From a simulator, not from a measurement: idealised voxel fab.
Process module, titled voxel spacer lines
In the cross-section labelled cut, the width is 245 nm and each square cell is 5 nm.
Cross-sections here: square-cell grids, written as top-down lists of bands, a band being one or more rows of cells. This entry defines a band. It first specifies the height of the band's top and the height of its bottom in nm, and then specifies the band's materials from left to right, stating each material with its width in nm. The word "everywhere" identifies a single material that fills the band from edge to edge, while the word "air" identifies empty space. All heights in this document are referenced to 0, defined as the level beneath which the wafer, as received, consists entirely of one material. The lowest band is not bounded below; it extends indefinitely downward and is written in the form "z 0 and below". Think of "30->40" as a width that walks from the first number to the second as you go down the band, top row to bottom row, taking equal-sized steps from row to row. What does "remains unaltered" mean for a step? It means no cell of the cross-section changed in that step. You'll see "Enclosed void inventory" listing empty spaces that have no way open to the top, as long as they're 8 cells or more; the notation is width x height at distance, where the distance is from the left edge, and all of it is in nm. The remark found on a step's line after its settings is issued by the simulator itself and pertains to that step. Each step line may optionally specify "overlay nm", which for a step with a mask gives the rightward distance between the mask's planned place and where it lay, a negative value indicating the leftward direction.
### So here's the lineup of process steps we planned
1) RECEIVE, material Si
2) CONFORMAL_DEP, material Al2O3, thk nm 10
3) DIRECTIONAL_DEP, material SiN, thk nm 20
4) DIRECTIONAL_DEP, material aC, thk nm 20
5) PATTERN, tone cover, mask id MANDREL, material resist, width nm 25, pitch nm 70, thk nm 30, overlay nm 0
6) DIRECTIONAL_ETCH, etch materials aC, depth nm 20
7) STRIP, etch materials resist
8) CONFORMAL_DEP, material SiO2, thk nm 10
9) DIRECTIONAL_ETCH, etch materials SiO2, depth nm 10
10) STRIP, etch materials aC
11) DIRECTIONAL_ETCH, etch materials SiN, depth nm 20
12) STRIP, etch materials SiO2
### Step 1 complete: cross-section of the wafer as received
  z 0 and below: Si everywhere
  Enclosed void inventory: none
### Cross-sectional result after module completion. Note: starting condition and plan are unchanged from above; one processing mistake was made
  z 50 to 30: air (65), then SiN (10), then air (25), then SiN (10), then air (25), then SiN (10), then air (25), then SiN (10), then air (65)
  z 30 to 10: SiN everywhere
  z 10 to 0: Al2O3 everywhere
  z 0 and below: Si everywhere
  Enclosed void inventory: none
Heads up, the wafer didn't run the way we planned it: plan step 3 ran twice
